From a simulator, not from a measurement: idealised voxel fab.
Documented hereafter: the process module known as voxel tone inversion.
cross-section cut | 270 nm wide | cells 5 nm
A cross-section is a grid of square cells, given in bands from the top down. A band is one or more rows of cells. What a band's entry tells you: where the top is and where the bottom is, as heights in nm, and after that what lies inside, material by material from left to right, each with its width in nm. Empty space is written as the word "empty", and a single material marked with the word "edge to edge" occupies the band from edge to edge. Heights are reckoned from 0. Under this level, the received wafer is all of one material. The bottommost band is open-ended downward, for example "0 down". Quick explanation for "30 to 40": the width changes in equal steps down the rows of cells, from the first number in the band's top row to the second number in its bottom row. Basically "no change occurred" means that step didn't change any cell in the cross-section. "Completely sealed voids" specifies each empty space that is not open to the top and that occupies no fewer than 8 cells, using the form width x height at distance, the distance measured from the left edge and all three quantities in nm. Anything after a step's settings on that line? It's the simulator's own note about the step. overlay nm: where the mask lay relative to plan, measured to the right, on steps with a mask; negatives go left.

# List of planned process steps
step 1: RECEIVE, material Si
step 2: CONFORMAL_DEP, material SiCN, thk nm 5
step 3: DIRECTIONAL_DEP, material aC, thk nm 15
step 4: PATTERN, tone cover, mask id POSTS, material resist, width nm 25, pitch nm 55, thk nm 20, overlay nm 0
step 5: DIRECTIONAL_ETCH, etch materials aC, depth nm 15
step 6: STRIP, etch materials resist
step 7: FILL_DEP, material lowk, thk nm 5
step 8: CMP, height nm 20
step 9: STRIP, etch materials aC

# Received-state cross-section, reflecting completion of step 1
- 0 down: Si edge to edge
- Completely sealed voids: none

# The cross-section shown corresponds to the wafer at the conclusion of the module. The initial structure and the process plan are those presented above; however, one mistake occurred in executing the plan
- 20 to 15: lowk edge to edge
- 15 to 0: lowk 65 nm | aC 25 nm | lowk 30 nm | aC 25 nm | lowk 30 nm | aC 25 nm | lowk 70 nm
- 0 down: Si edge to edge
- Completely sealed voids: none
Processing error: step 2 of the plan did not run at all; it was left out
